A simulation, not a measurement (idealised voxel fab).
The document below concerns the process module designated voxel capacitor over wiring.
We display cut, a cross-section 195 nm in width whose square cells are each 5 nm.
Cross-section = grid of square cells, listed top down in bands; band = one or more rows.
Band: top and bottom heights (nm) first, top before bottom; then materials from left to right, widths in nm. "all across" marks a sole material filling the band edge to edge. "blank" denotes empty space.
The reference from which all heights are counted is 0, the level beneath which the as-received wafer is entirely one material; the lowest band, having no lower bound, proceeds downward and is written after the example "0 nm and below".
A width given as "30 to 40" starts at the first number in the band's top row and ends at the second number in its bottom row, shifting by an equal amount at every step from row to row.
Step marked "remains unaltered"? Then no cell in the cross-section changed in it.
Empty spaces without an open route to the top, at least 8 cells in extent, make up the entry "Voids, sealed"; each is given as width x height at distance, where the distance is measured from the left edge, and all are in nm.
Note: text after step settings on the step line = simulator remark on that step.
For masked steps, "overlay nm" on the step line gives how far right of plan the mask actually lay; a minus sign means it lay to the left.

### Steps planned for the process
1) RECEIVE | material Si
2) CONFORMAL_DEP | material SiO2 | thk nm 15
3) CONFORMAL_DEP | material SiCN | thk nm 5
4) DIRECTIONAL_DEP | material lowk | thk nm 20
5) MASKED_ETCH | tone open | mask id METAL_1 | width nm 20 | pitch nm 80 | etch materials lowk | depth nm 20 | overlay nm 0
6) MASKED_ETCH | tone open | mask id METAL_1 | width nm 20 | pitch nm 80 | etch materials SiCN | depth nm 5 | overlay nm 0
7) CONFORMAL_DEP | material TiN | thk nm 5
8) FILL_DEP | material Cu | thk nm 5
9) CMP | height nm 40
10) CONFORMAL_DEP | material SiCN | thk nm 5
11) DIRECTIONAL_DEP | material lowk | thk nm 20
12) DIRECTIONAL_DEP | material aC | thk nm 10
13) PATTERN | tone open | mask id PLUG_1 | material resist | width nm 15 | thk nm 25 | overlay nm 0
14) DIRECTIONAL_ETCH | etch materials aC | depth nm 10
15) STRIP | etch materials resist
16) DIRECTIONAL_ETCH | etch materials lowk | depth nm 20
17) DIRECTIONAL_ETCH | etch materials SiCN | depth nm 5
18) STRIP | etch materials aC
19) CONFORMAL_DEP | material TiN | thk nm 5
20) FILL_DEP | material Ru | thk nm 10
21) CMP | height nm 65
22) DIRECTIONAL_DEP | material TiN | thk nm 5
23) DIRECTIONAL_DEP | material Al2O3 | thk nm 5
24) DIRECTIONAL_DEP | material TiN | thk nm 10
25) MASKED_ETCH | tone cover | mask id UPPER_PLATE | width nm 65 | etch materials TiN | depth nm 10 | overlay nm 0
26) MASKED_ETCH | tone cover | mask id UPPER_PLATE | width nm 65 | etch materials Al2O3 | depth nm 5 | overlay nm 0
27) MASKED_ETCH | tone cover | mask id LOWER_PLATE | width nm 75 | etch materials TiN | depth nm 5 | overlay nm 0
28) FILL_DEP | material SiO2 | thk nm 15
29) CMP | height nm 95
30) PATTERN | tone open | mask id PLUG_2 | material resist | width nm 15 | thk nm 15 | overlay nm 0
31) DIRECTIONAL_ETCH | etch materials SiO2 | depth nm 10
32) STRIP | etch materials resist
33) CONFORMAL_DEP | material TiN | thk nm 5
34) FILL_DEP | material W | thk nm 5
35) CMP | height nm 95
36) CONFORMAL_DEP | material SiCN | thk nm 5

### Concerning the first of two wafers, which was run in accordance with the plan

### This is the cross-section of the wafer as we received it, i.e. after step 1
> 0 nm and below = Si all across
> Voids, sealed: none

### Upon completion of step 2, the wafer appears in cross-section as shown
> 15 nm to 0 nm = SiO2 all across
> below 0: unchanged

### Upon completion of step 3, the wafer appears in cross-section as shown
> 20 nm to 15 nm = SiCN all across
> below 15: unchanged

### Upon completion of step 4, the wafer appears in cross-section as shown
> 40 nm to 20 nm = lowk all across
> below 20: unchanged

### Upon completion of step 5, the wafer appears in cross-section as shown
> 40 nm to 20 nm = 45 nm lowk, 20 nm blank, 60 nm lowk, 20 nm blank, 50 nm lowk
> below 20: unchanged

### Upon completion of step 6, the wafer appears in cross-section as shown
> 40 nm to 20 nm = 45 nm lowk, 20 nm blank, 60 nm lowk, 20 nm blank, 50 nm lowk
> 20 nm to 15 nm = 45 nm SiCN, 20 nm blank, 60 nm SiCN, 20 nm blank, 50 nm SiCN
> below 15: unchanged

### Upon completion of step 7, the wafer appears in cross-section as shown
> 45 nm to 40 nm = 50 nm TiN, 10 nm blank, 70 nm TiN, 10 nm blank, 55 nm TiN
> 40 nm to 20 nm = 45 nm lowk, 5 nm TiN, 10 nm blank, 5 nm TiN, 60 nm lowk, 5 nm TiN, 10 nm blank, 5 nm TiN, 50 nm lowk
> 20 nm to 15 nm = 45 nm SiCN, 20 nm TiN, 60 nm SiCN, 20 nm TiN, 50 nm SiCN
> below 15: unchanged

### Upon completion of step 8, the wafer appears in cross-section as shown
> 50 nm to 45 nm = Cu all across
> 45 nm to 40 nm = 50 nm TiN, 10 nm Cu, 70 nm TiN, 10 nm Cu, 55 nm TiN
> 40 nm to 20 nm = 45 nm lowk, 5 nm TiN, 10 nm Cu, 5 nm TiN, 60 nm lowk, 5 nm TiN, 10 nm Cu, 5 nm TiN, 50 nm lowk
> below 20: unchanged

### Upon completion of step 9, the wafer appears in cross-section as shown
> 40 nm to 20 nm = 45 nm lowk, 5 nm TiN, 10 nm Cu, 5 nm TiN, 60 nm lowk, 5 nm TiN, 10 nm Cu, 5 nm TiN, 50 nm lowk
> below 20: unchanged

### Upon completion of step 10, the wafer appears in cross-section as shown
> 45 nm to 40 nm = SiCN all across
> below 40: unchanged

### Upon completion of step 11, the wafer appears in cross-section as shown
> 65 nm to 45 nm = lowk all across
> below 45: unchanged

### Upon completion of step 12, the wafer appears in cross-section as shown
> 75 nm to 65 nm = aC all across
> below 65: unchanged

### Upon completion of step 13, the wafer appears in cross-section as shown
> 100 nm to 75 nm = 50 nm resist, 15 nm blank, 130 nm resist
> below 75: unchanged

### Upon completion of step 14, the wafer appears in cross-section as shown
> 90 nm to 75 nm = 50 nm resist, 15 nm blank, 130 nm resist
> 75 nm to 65 nm = 50 nm aC, 15 nm blank, 130 nm aC
> below 65: unchanged

### Upon completion of step 15, the wafer appears in cross-section as shown
> 75 nm to 65 nm = 50 nm aC, 15 nm blank, 130 nm aC
> below 65: unchanged

### Upon completion of step 16, the wafer appears in cross-section as shown
> 75 nm to 65 nm = 50 nm aC, 15 nm blank, 130 nm aC
> 65 nm to 45 nm = 50 nm lowk, 15 nm blank, 130 nm lowk
> below 45: unchanged

### Upon completion of step 17, the wafer appears in cross-section as shown
> 75 nm to 65 nm = 50 nm aC, 15 nm blank, 130 nm aC
> 65 nm to 45 nm = 50 nm lowk, 15 nm blank, 130 nm lowk
> 45 nm to 40 nm = 50 nm SiCN, 15 nm blank, 130 nm SiCN
> below 40: unchanged

### Upon completion of step 18, the wafer appears in cross-section as shown
> 65 nm to 45 nm = 50 nm lowk, 15 nm blank, 130 nm lowk
> below 45: unchanged

### Upon completion of step 19, the wafer appears in cross-section as shown
> 70 nm to 65 nm = 55 nm TiN, 5 nm blank, 135 nm TiN
> 65 nm to 45 nm = 50 nm lowk, 5 nm TiN, 5 nm blank, 5 nm TiN, 130 nm lowk
> 45 nm to 40 nm = 50 nm SiCN, 15 nm TiN, 130 nm SiCN
> below 40: unchanged

### Upon completion of step 20, the wafer appears in cross-section as shown
> 80 nm to 70 nm = Ru all across
> 70 nm to 65 nm = 55 nm TiN, 5 nm Ru, 135 nm TiN
> 65 nm to 45 nm = 50 nm lowk, 5 nm TiN, 5 nm Ru, 5 nm TiN, 130 nm lowk
> below 45: unchanged

### Upon completion of step 21, the wafer appears in cross-section as shown
> 65 nm to 45 nm = 50 nm lowk, 5 nm TiN, 5 nm Ru, 5 nm TiN, 130 nm lowk
> below 45: unchanged

### Upon completion of step 22, the wafer appears in cross-section as shown
> 70 nm to 65 nm = TiN all across
> below 65: unchanged

### Upon completion of step 23, the wafer appears in cross-section as shown
> 75 nm to 70 nm = Al2O3 all across
> below 70: unchanged

### Upon completion of step 24, the wafer appears in cross-section as shown
> 85 nm to 75 nm = TiN all across
> below 75: unchanged

### Upon completion of step 25, the wafer appears in cross-section as shown
> 85 nm to 75 nm = 50 nm blank, 65 nm TiN, 80 nm blank
> below 75: unchanged

### Upon completion of step 26, the wafer appears in cross-section as shown
> 85 nm to 75 nm = 50 nm blank, 65 nm TiN, 80 nm blank
> 75 nm to 70 nm = 50 nm blank, 65 nm Al2O3, 80 nm blank
> below 70: unchanged

### Upon completion of step 27, the wafer appears in cross-section as shown
> 85 nm to 75 nm = 50 nm blank, 65 nm TiN, 80 nm blank
> 75 nm to 70 nm = 50 nm blank, 65 nm Al2O3, 80 nm blank
> 70 nm to 65 nm = 45 nm blank, 75 nm TiN, 75 nm blank
> below 65: unchanged

### Upon completion of step 28, the wafer appears in cross-section as shown
> 100 nm to 85 nm = SiO2 all across
> 85 nm to 75 nm = 50 nm SiO2, 65 nm TiN, 80 nm SiO2
> 75 nm to 70 nm = 50 nm SiO2, 65 nm Al2O3, 80 nm SiO2
> 70 nm to 65 nm = 45 nm SiO2, 75 nm TiN, 75 nm SiO2
> below 65: unchanged

### Upon completion of step 29, the wafer appears in cross-section as shown
> 95 nm to 85 nm = SiO2 all across
> below 85: unchanged

### Upon completion of step 30, the wafer appears in cross-section as shown
> 110 nm to 95 nm = 60 nm resist, 15 nm blank, 120 nm resist
> below 95: unchanged

### Upon completion of step 31, the wafer appears in cross-section as shown
> 110 nm to 95 nm = 60 nm resist, 15 nm blank, 120 nm resist
> 95 nm to 85 nm = 60 nm SiO2, 15 nm blank, 120 nm SiO2
> below 85: unchanged

### Upon completion of step 32, the wafer appears in cross-section as shown
> 95 nm to 85 nm = 60 nm SiO2, 15 nm blank, 120 nm SiO2
> below 85: unchanged

### Upon completion of step 33, the wafer appears in cross-section as shown
> 100 nm to 95 nm = 65 nm TiN, 5 nm blank, 125 nm TiN
> 95 nm to 90 nm = 60 nm SiO2, 5 nm TiN, 5 nm blank, 5 nm TiN, 120 nm SiO2
> 90 nm to 85 nm = 60 nm SiO2, 15 nm TiN, 120 nm SiO2
> below 85: unchanged

### Upon completion of step 34, the wafer appears in cross-section as shown
> 105 nm to 100 nm = W all across
> 100 nm to 95 nm = 65 nm TiN, 5 nm W, 125 nm TiN
> 95 nm to 90 nm = 60 nm SiO2, 5 nm TiN, 5 nm W, 5 nm TiN, 120 nm SiO2
> below 90: unchanged

### Upon completion of step 35, the wafer appears in cross-section as shown
> 95 nm to 90 nm = 60 nm SiO2, 5 nm TiN, 5 nm W, 5 nm TiN, 120 nm SiO2
> below 90: unchanged

### Upon completion of step 36, the wafer appears in cross-section as shown
> 100 nm to 95 nm = SiCN all across
> below 95: unchanged

### The second wafer was prepared from the same starting point and under the same plan as the first; its processing contained one mistake, and it remains indistinguishable from the first wafer up to and including step 22

### Cross-sectional view of the second wafer at the intended end time of process step 23
> 80 nm to 65 nm = TiN all across
> below 65: unchanged

### Cross-sectional view of the second wafer at the intended end time of process step 24
> 85 nm to 80 nm = Al2O3 all across
> below 80: unchanged

Cross-sectional view of the second wafer at the intended end time of process step 25: remains unaltered

### Cross-sectional view of the second wafer at the intended end time of process step 26
> 85 nm to 80 nm = 50 nm blank, 65 nm Al2O3, 80 nm blank
> below 80: unchanged

### Cross-sectional view of the second wafer at the intended end time of process step 27
> 85 nm to 80 nm = 50 nm blank, 65 nm Al2O3, 80 nm blank
> 80 nm to 75 nm = 45 nm blank, 75 nm TiN, 75 nm blank
> below 75: unchanged

### Cross-sectional view of the second wafer at the intended end time of process step 28
> 100 nm to 85 nm = SiO2 all across
> 85 nm to 80 nm = 50 nm SiO2, 65 nm Al2O3, 80 nm SiO2
> 80 nm to 75 nm = 45 nm SiO2, 75 nm TiN, 75 nm SiO2
> below 75: unchanged

### Cross-sectional view of the second wafer at the intended end time of process step 29
> 95 nm to 85 nm = SiO2 all across
> below 85: unchanged

### Cross-sectional view of the second wafer at the intended end time of process step 30
> 110 nm to 95 nm = 60 nm resist, 15 nm blank, 120 nm resist
> below 95: unchanged

### Cross-sectional view of the second wafer at the intended end time of process step 31
> 110 nm to 95 nm = 60 nm resist, 15 nm blank, 120 nm resist
> 95 nm to 85 nm = 60 nm SiO2, 15 nm blank, 120 nm SiO2
> below 85: unchanged

### Cross-sectional view of the second wafer at the intended end time of process step 32
> 95 nm to 85 nm = 60 nm SiO2, 15 nm blank, 120 nm SiO2
> below 85: unchanged

### Cross-sectional view of the second wafer at the intended end time of process step 33
> 100 nm to 95 nm = 65 nm TiN, 5 nm blank, 125 nm TiN
> 95 nm to 90 nm = 60 nm SiO2, 5 nm TiN, 5 nm blank, 5 nm TiN, 120 nm SiO2
> 90 nm to 85 nm = 60 nm SiO2, 15 nm TiN, 120 nm SiO2
> below 85: unchanged

### Cross-sectional view of the second wafer at the intended end time of process step 34
> 105 nm to 100 nm = W all across
> 100 nm to 95 nm = 65 nm TiN, 5 nm W, 125 nm TiN
> 95 nm to 90 nm = 60 nm SiO2, 5 nm TiN, 5 nm W, 5 nm TiN, 120 nm SiO2
> below 90: unchanged

### Cross-sectional view of the second wafer at the intended end time of process step 35
> 95 nm to 90 nm = 60 nm SiO2, 5 nm TiN, 5 nm W, 5 nm TiN, 120 nm SiO2
> below 90: unchanged

### Cross-sectional view of the second wafer at the intended end time of process step 36
> 100 nm to 95 nm = SiCN all across
> below 95: unchanged
So what did we get wrong on this run? it was found that steps 23 and 24 of the process plan had been performed in exchanged positions
Final cells, second wafer relative to first, materials higher or lower: 52 fewer of SiO2 | 52 more of TiN
